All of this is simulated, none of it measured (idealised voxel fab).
Documented hereafter: the process module known as voxel gate over fins.
The width of the displayed cross-section, cut, is 170 nm; its cells are square, with a size of 5 nm.
Cross-section layout: square cells on a grid; listed as bands, top to bottom; a band spans one or more cell rows. A band entry consists of two parts. The first gives the height of the band's top and the height of its bottom, in nm. The rest lists the band's materials from left to right, each with its width in nm. A single material labelled with the word "all across" fills the band from edge to edge, and the word "empty" marks empty space. Below 0: as-received wafer, all one material; heights counted from there. Lowest band: no bottom, goes on down, written "0 and below". The two numbers in a width such as "30..40" mark its ends across the band: the first belongs to the top row of cells, the second to the bottom row, and from each row to the next the width moves by the same amount. It should be understood that the words "changes: none", when stated for a given step, signify that the cross-section underwent no change in any of its cells during that step. So "Fully sealed cavities" is basically the list of trapped voids: any empty space of 8 cells or more that can't reach the top through an opening. They're written width x height at distance, the distance being from the left edge, and it's all nm. If you see something after the settings on a step's line, that's the simulator's own remark about that step. overlay nm: mask right of planned place by this much (step with mask). Neg. = left.
PROCESS STEPS - PLAN
1: RECEIVE, material Si
2: CONFORMAL_DEP, material SiN, thk nm 5
3: DIRECTIONAL_DEP, material aC, thk nm 10
4: PATTERN, tone cover, mask id FINS, material resist, width nm 15, pitch nm 60, thk nm 25, overlay nm 0
5: DIRECTIONAL_ETCH, etch materials aC, depth nm 10
6: STRIP, etch materials resist
7: DIRECTIONAL_ETCH, etch materials SiN, depth nm 5
8: DIRECTIONAL_ETCH, etch materials Si, depth nm 30
9: STRIP, etch materials aC
10: OXIDIZE, depth nm 5
11: FILL_DEP, material SiO2, thk nm 5
12: CMP, height nm 5
13: DIRECTIONAL_DEP, material aC, thk nm 15
14: PATTERN, tone open, mask id RAIL, material resist, width nm 15, thk nm 30, overlay nm 0
15: DIRECTIONAL_ETCH, etch materials aC, depth nm 15
16: STRIP, etch materials resist
17: DIRECTIONAL_ETCH, etch materials SiO2, depth nm 30
18: STRIP, etch materials aC
19: CONFORMAL_DEP, material TiN, thk nm 5
20: FILL_DEP, material W, thk nm 10
21: CMP, height nm 5
22: SELECTIVE_ETCH, etch materials W Ru TiN, depth nm 25
23: FILL_DEP, material SiO2, thk nm 5
24: CMP, height nm 5
25: SELECTIVE_ETCH, etch materials SiO2, depth nm 20
26: STRIP, etch materials SiN
27: CONFORMAL_DEP, material HfO2, thk nm 5
28: CONFORMAL_DEP, material TiN, thk nm 5
29: FILL_DEP, material W, thk nm 10
30: CMP, height nm 15
31: CONFORMAL_DEP, material SiCN, thk nm 10
SO, THE FIRST OF OUR TWO WAFERS, RUN JUST AS WE PLANNED IT
THE CROSS-SECTION HERE SHOWS THE WAFER AS RECEIVED, I.E. IN ITS STATE AFTER STEP 1
  0 and below | Si all across
  Fully sealed cavities: none
THE WAFER, SEEN IN CROSS-SECTION, AFTER STEP 2
  5 down to 0 | SiN all across
  Under 0: no change, same as before.
THE WAFER, SEEN IN CROSS-SECTION, AFTER STEP 3
  15 down to 5 | aC all across
  Under 5: no change, same as before.
THE WAFER, SEEN IN CROSS-SECTION, AFTER STEP 4
  40 down to 15 | empty: 15; resist: 15; empty: 45; resist: 15; empty: 45; resist: 15; empty: 20
  Under 15: no change, same as before.
THE WAFER, SEEN IN CROSS-SECTION, AFTER STEP 5
  30 down to 15 | empty: 15; resist: 15; empty: 45; resist: 15; empty: 45; resist: 15; empty: 20
  15 down to 5 | empty: 15; aC: 15; empty: 45; aC: 15; empty: 45; aC: 15; empty: 20
  Under 5: no change, same as before.
THE WAFER, SEEN IN CROSS-SECTION, AFTER STEP 6
  15 down to 5 | empty: 15; aC: 15; empty: 45; aC: 15; empty: 45; aC: 15; empty: 20
  Under 5: no change, same as before.
THE WAFER, SEEN IN CROSS-SECTION, AFTER STEP 7
  15 down to 5 | empty: 15; aC: 15; empty: 45; aC: 15; empty: 45; aC: 15; empty: 20
  5 down to 0 | empty: 15; SiN: 15; empty: 45; SiN: 15; empty: 45; SiN: 15; empty: 20
  Under 0: no change, same as before.
THE WAFER, SEEN IN CROSS-SECTION, AFTER STEP 8
  15 down to 5 | empty: 15; aC: 15; empty: 45; aC: 15; empty: 45; aC: 15; empty: 20
  5 down to 0 | empty: 15; SiN: 15; empty: 45; SiN: 15; empty: 45; SiN: 15; empty: 20
  0 down to -30 | empty: 15; Si: 15; empty: 45; Si: 15; empty: 45; Si: 15; empty: 20
  Under -30: no change, same as before.
THE WAFER, SEEN IN CROSS-SECTION, AFTER STEP 9
  5 down to 0 | empty: 15; SiN: 15; empty: 45; SiN: 15; empty: 45; SiN: 15; empty: 20
  Under 0: no change, same as before.
THE WAFER, SEEN IN CROSS-SECTION, AFTER STEP 10
  5 down to 0 | empty: 15; SiN: 15; empty: 45; SiN: 15; empty: 45; SiN: 15; empty: 20
  0 down to -30 | empty: 15; SiO2: 5; Si: 5; SiO2: 5; empty: 45; SiO2: 5; Si: 5; SiO2: 5; empty: 45; SiO2: 5; Si: 5; SiO2: 5; empty: 20
  -30 down to -35 | SiO2: 20; Si: 5; SiO2: 55; Si: 5; SiO2: 55; Si: 5; SiO2: 25
  Under -35: no change, same as before.
THE WAFER, SEEN IN CROSS-SECTION, AFTER STEP 11
  10 down to 5 | SiO2 all across
  5 down to 0 | SiO2: 15; SiN: 15; SiO2: 45; SiN: 15; SiO2: 45; SiN: 15; SiO2: 20
  0 down to -35 | SiO2: 20; Si: 5; SiO2: 55; Si: 5; SiO2: 55; Si: 5; SiO2: 25
  Under -35: no change, same as before.
THE WAFER, SEEN IN CROSS-SECTION, AFTER STEP 12
  5 down to 0 | SiO2: 15; SiN: 15; SiO2: 45; SiN: 15; SiO2: 45; SiN: 15; SiO2: 20
  Under 0: no change, same as before.
THE WAFER, SEEN IN CROSS-SECTION, AFTER STEP 13
  20 down to 5 | aC all across
  Under 5: no change, same as before.
THE WAFER, SEEN IN CROSS-SECTION, AFTER STEP 14
  50 down to 20 | resist: 45; empty: 15; resist: 110
  Under 20: no change, same as before.
THE WAFER, SEEN IN CROSS-SECTION, AFTER STEP 15
  35 down to 20 | resist: 45; empty: 15; resist: 110
  20 down to 5 | aC: 45; empty: 15; aC: 110
  Under 5: no change, same as before.
THE WAFER, SEEN IN CROSS-SECTION, AFTER STEP 16
  20 down to 5 | aC: 45; empty: 15; aC: 110
  Under 5: no change, same as before.
THE WAFER, SEEN IN CROSS-SECTION, AFTER STEP 17
  20 down to 5 | aC: 45; empty: 15; aC: 110
  5 down to 0 | SiO2: 15; SiN: 15; SiO2: 15; empty: 15; SiO2: 15; SiN: 15; SiO2: 45; SiN: 15; SiO2: 20
  0 down to -25 | SiO2: 20; Si: 5; SiO2: 20; empty: 15; SiO2: 20; Si: 5; SiO2: 55; Si: 5; SiO2: 25
  Under -25: no change, same as before.
THE WAFER, SEEN IN CROSS-SECTION, AFTER STEP 18
  5 down to 0 | SiO2: 15; SiN: 15; SiO2: 15; empty: 15; SiO2: 15; SiN: 15; SiO2: 45; SiN: 15; SiO2: 20
  Under 0: no change, same as before.
THE WAFER, SEEN IN CROSS-SECTION, AFTER STEP 19
  10 down to 5 | TiN: 50; empty: 5; TiN: 115
  5 down to 0 | SiO2: 15; SiN: 15; SiO2: 15; TiN: 5; empty: 5; TiN: 5; SiO2: 15; SiN: 15; SiO2: 45; SiN: 15; SiO2: 20
  0 down to -20 | SiO2: 20; Si: 5; SiO2: 20; TiN: 5; empty: 5; TiN: 5; SiO2: 20; Si: 5; SiO2: 55; Si: 5; SiO2: 25
  -20 down to -25 | SiO2: 20; Si: 5; SiO2: 20; TiN: 15; SiO2: 20; Si: 5; SiO2: 55; Si: 5; SiO2: 25
  Under -25: no change, same as before.
THE WAFER, SEEN IN CROSS-SECTION, AFTER STEP 20
  20 down to 10 | W all across
  10 down to 5 | TiN: 50; W: 5; TiN: 115
  5 down to 0 | SiO2: 15; SiN: 15; SiO2: 15; TiN: 5; W: 5; TiN: 5; SiO2: 15; SiN: 15; SiO2: 45; SiN: 15; SiO2: 20
  0 down to -20 | SiO2: 20; Si: 5; SiO2: 20; TiN: 5; W: 5; TiN: 5; SiO2: 20; Si: 5; SiO2: 55; Si: 5; SiO2: 25
  Under -20: no change, same as before.
THE WAFER, SEEN IN CROSS-SECTION, AFTER STEP 21
  5 down to 0 | SiO2: 15; SiN: 15; SiO2: 15; TiN: 5; W: 5; TiN: 5; SiO2: 15; SiN: 15; SiO2: 45; SiN: 15; SiO2: 20
  Under 0: no change, same as before.
THE WAFER, SEEN IN CROSS-SECTION, AFTER STEP 22
  5 down to 0 | SiO2: 15; SiN: 15; SiO2: 15; empty: 15; SiO2: 15; SiN: 15; SiO2: 45; SiN: 15; SiO2: 20
  0 down to -20 | SiO2: 20; Si: 5; SiO2: 20; empty: 15; SiO2: 20; Si: 5; SiO2: 55; Si: 5; SiO2: 25
  Under -20: no change, same as before.
THE WAFER, SEEN IN CROSS-SECTION, AFTER STEP 23
  10 down to 5 | SiO2 all across
  5 down to 0 | SiO2: 15; SiN: 15; SiO2: 45; SiN: 15; SiO2: 45; SiN: 15; SiO2: 20
  0 down to -20 | SiO2: 20; Si: 5; SiO2: 55; Si: 5; SiO2: 55; Si: 5; SiO2: 25
  Under -20: no change, same as before.
THE WAFER, SEEN IN CROSS-SECTION, AFTER STEP 24
  5 down to 0 | SiO2: 15; SiN: 15; SiO2: 45; SiN: 15; SiO2: 45; SiN: 15; SiO2: 20
  Under 0: no change, same as before.
THE WAFER, SEEN IN CROSS-SECTION, AFTER STEP 25
  5 down to 0 | empty: 15; SiN: 15; empty: 45; SiN: 15; empty: 45; SiN: 15; empty: 20
  0 down to -15 | empty: 20; Si: 5; empty: 55; Si: 5; empty: 55; Si: 5; empty: 25
  Under -15: no change, same as before.
THE WAFER, SEEN IN CROSS-SECTION, AFTER STEP 26
  0 down to -15 | empty: 20; Si: 5; empty: 55; Si: 5; empty: 55; Si: 5; empty: 25
  Under -15: no change, same as before.
THE WAFER, SEEN IN CROSS-SECTION, AFTER STEP 27
  5 down to 0 | empty: 15; HfO2: 15; empty: 45; HfO2: 15; empty: 45; HfO2: 15; empty: 20
  0 down to -10 | empty: 15; HfO2: 5; Si: 5; HfO2: 5; empty: 45; HfO2: 5; Si: 5; HfO2: 5; empty: 45; HfO2: 5; Si: 5; HfO2: 5; empty: 20
  -10 down to -15 | HfO2: 20; Si: 5; HfO2: 55; Si: 5; HfO2: 55; Si: 5; HfO2: 25
  Under -15: no change, same as before.
THE WAFER, SEEN IN CROSS-SECTION, AFTER STEP 28
  10 down to 5 | empty: 10; TiN: 25; empty: 35; TiN: 25; empty: 35; TiN: 25; empty: 15
  5 down to 0 | empty: 10; TiN: 5; HfO2: 15; TiN: 5; empty: 35; TiN: 5; HfO2: 15; TiN: 5; empty: 35; TiN: 5; HfO2: 15; TiN: 5; empty: 15
  0 down to -5 | empty: 10; TiN: 5; HfO2: 5; Si: 5; HfO2: 5; TiN: 5; empty: 35; TiN: 5; HfO2: 5; Si: 5; HfO2: 5; TiN: 5; empty: 35; TiN: 5; HfO2: 5; Si: 5; HfO2: 5; TiN: 5; empty: 15
  -5 down to -10 | TiN: 15; HfO2: 5; Si: 5; HfO2: 5; TiN: 45; HfO2: 5; Si: 5; HfO2: 5; TiN: 45; HfO2: 5; Si: 5; HfO2: 5; TiN: 20
  Under -10: no change, same as before.
THE WAFER, SEEN IN CROSS-SECTION, AFTER STEP 29
  20 down to 10 | W all across
  10 down to 5 | W: 10; TiN: 25; W: 35; TiN: 25; W: 35; TiN: 25; W: 15
  5 down to 0 | W: 10; TiN: 5; HfO2: 15; TiN: 5; W: 35; TiN: 5; HfO2: 15; TiN: 5; W: 35; TiN: 5; HfO2: 15; TiN: 5; W: 15
  0 down to -5 | W: 10; TiN: 5; HfO2: 5; Si: 5; HfO2: 5; TiN: 5; W: 35; TiN: 5; HfO2: 5; Si: 5; HfO2: 5; TiN: 5; W: 35; TiN: 5; HfO2: 5; Si: 5; HfO2: 5; TiN: 5; W: 15
  Under -5: no change, same as before.
THE WAFER, SEEN IN CROSS-SECTION, AFTER STEP 30
  15 down to 10 | W all across
  Under 10: no change, same as before.
THE WAFER, SEEN IN CROSS-SECTION, AFTER STEP 31
  25 down to 15 | SiCN all across
  Under 15: no change, same as before.
HERE THE SECOND WAFER IS DESCRIBED. ITS START AND ITS PLAN WERE THOSE OF THE FIRST WAFER. ITS RUN CONTAINED ONE MISTAKE. UP TO AND INCLUDING STEP 25, IT DID EXACTLY WHAT THE FIRST WAFER DID
HERE IS THE SECOND WAFER IN CROSS-SECTION AT THE POINT WHERE STEP 26 OF THE PLAN SHOULD HAVE BEEN DONE
  5 down to 0 | empty: 15; SiN: 15; empty: 45; SiN: 15; empty: 45; SiN: 15; empty: 20
  0 down to -35 | empty: 20; Si: 5; empty: 55; Si: 5; empty: 55; Si: 5; empty: 25
  Under -35: no change, same as before.
HERE IS THE SECOND WAFER IN CROSS-SECTION AT THE POINT WHERE STEP 27 OF THE PLAN SHOULD HAVE BEEN DONE
  10 down to 5 | empty: 10; HfO2: 25; empty: 35; HfO2: 25; empty: 35; HfO2: 25; empty: 15
  5 down to 0 | empty: 10; HfO2: 5; SiN: 15; HfO2: 5; empty: 35; HfO2: 5; SiN: 15; HfO2: 5; empty: 35; HfO2: 5; SiN: 15; HfO2: 5; empty: 15
  0 down to -5 | empty: 10; HfO2: 10; Si: 5; HfO2: 10; empty: 35; HfO2: 10; Si: 5; HfO2: 10; empty: 35; HfO2: 10; Si: 5; HfO2: 10; empty: 15
  -5 down to -30 | empty: 15; HfO2: 5; Si: 5; HfO2: 5; empty: 45; HfO2: 5; Si: 5; HfO2: 5; empty: 45; HfO2: 5; Si: 5; HfO2: 5; empty: 20
  -30 down to -35 | HfO2: 20; Si: 5; HfO2: 55; Si: 5; HfO2: 55; Si: 5; HfO2: 25
  Under -35: no change, same as before.
HERE IS THE SECOND WAFER IN CROSS-SECTION AT THE POINT WHERE STEP 28 OF THE PLAN SHOULD HAVE BEEN DONE
  15 down to 10 | empty: 5; TiN: 35; empty: 25; TiN: 35; empty: 25; TiN: 35; empty: 10
  10 down to 5 | empty: 5; TiN: 5; HfO2: 25; TiN: 5; empty: 25; TiN: 5; HfO2: 25; TiN: 5; empty: 25; TiN: 5; HfO2: 25; TiN: 5; empty: 10
  5 down to 0 | empty: 5; TiN: 5; HfO2: 5; SiN: 15; HfO2: 5; TiN: 5; empty: 25; TiN: 5; HfO2: 5; SiN: 15; HfO2: 5; TiN: 5; empty: 25; TiN: 5; HfO2: 5; SiN: 15; HfO2: 5; TiN: 5; empty: 10
  0 down to -10 | empty: 5; TiN: 5..10; HfO2: 10..5; Si: 5; HfO2: 10..5; TiN: 5..10; empty: 25; TiN: 5..10; HfO2: 10..5; Si: 5; HfO2: 10..5; TiN: 5..10; empty: 25; TiN: 5..10; HfO2: 10..5; Si: 5; HfO2: 10..5; TiN: 5..10; empty: 10
  -10 down to -25 | empty: 10; TiN: 5; HfO2: 5; Si: 5; HfO2: 5; TiN: 5; empty: 35; TiN: 5; HfO2: 5; Si: 5; HfO2: 5; TiN: 5; empty: 35; TiN: 5; HfO2: 5; Si: 5; HfO2: 5; TiN: 5; empty: 15
  -25 down to -30 | TiN: 15; HfO2: 5; Si: 5; HfO2: 5; TiN: 45; HfO2: 5; Si: 5; HfO2: 5; TiN: 45; HfO2: 5; Si: 5; HfO2: 5; TiN: 20
  Under -30: no change, same as before.
HERE IS THE SECOND WAFER IN CROSS-SECTION AT THE POINT WHERE STEP 29 OF THE PLAN SHOULD HAVE BEEN DONE
  25 down to 15 | W all across
  15 down to 10 | W: 5; TiN: 35; W: 25; TiN: 35; W: 25; TiN: 35; W: 10
  10 down to 5 | W: 5; TiN: 5; HfO2: 25; TiN: 5; W: 25; TiN: 5; HfO2: 25; TiN: 5; W: 25; TiN: 5; HfO2: 25; TiN: 5; W: 10
  5 down to 0 | W: 5; TiN: 5; HfO2: 5; SiN: 15; HfO2: 5; TiN: 5; W: 25; TiN: 5; HfO2: 5; SiN: 15; HfO2: 5; TiN: 5; W: 25; TiN: 5; HfO2: 5; SiN: 15; HfO2: 5; TiN: 5; W: 10
  0 down to -10 | W: 5; TiN: 5..10; HfO2: 10..5; Si: 5; HfO2: 10..5; TiN: 5..10; W: 25; TiN: 5..10; HfO2: 10..5; Si: 5; HfO2: 10..5; TiN: 5..10; W: 25; TiN: 5..10; HfO2: 10..5; Si: 5; HfO2: 10..5; TiN: 5..10; W: 10
  -10 down to -15 | W: 10; TiN: 5; HfO2: 5; Si: 5; HfO2: 5; TiN: 5; W: 35; TiN: 5; HfO2: 5; Si: 5; HfO2: 5; TiN: 5; W: 35; TiN: 5; HfO2: 5; Si: 5; HfO2: 5; TiN: 5; W: 15
  -15 down to -20 | empty: 5; W: 5; TiN: 5; HfO2: 5; Si: 5; HfO2: 5; TiN: 5; W: 35; TiN: 5; HfO2: 5; Si: 5; HfO2: 5; TiN: 5; W: 35; TiN: 5; HfO2: 5; Si: 5; HfO2: 5; TiN: 5; W: 15
  -20 down to -25 | W: 10; TiN: 5; HfO2: 5; Si: 5; HfO2: 5; TiN: 5; W: 35; TiN: 5; HfO2: 5; Si: 5; HfO2: 5; TiN: 5; W: 35; TiN: 5; HfO2: 5; Si: 5; HfO2: 5; TiN: 5; W: 15
  Under -25: no change, same as before.
HERE IS THE SECOND WAFER IN CROSS-SECTION AT THE POINT WHERE STEP 30 OF THE PLAN SHOULD HAVE BEEN DONE
  15 down to 10 | W: 5; TiN: 35; W: 25; TiN: 35; W: 25; TiN: 35; W: 10
  Under 10: no change, same as before.
HERE IS THE SECOND WAFER IN CROSS-SECTION AT THE POINT WHERE STEP 31 OF THE PLAN SHOULD HAVE BEEN DONE
  25 down to 15 | SiCN all across
  Under 15: no change, same as before.
Diagnosis: step 26 went in with a setting other than planned; the actual run was STRIP, etch materials SiO2
End of process, cell counts, second wafer against first, materials with more or fewer: +42 HfO2; +9 SiN; -121 SiO2; +39 TiN; +30 W
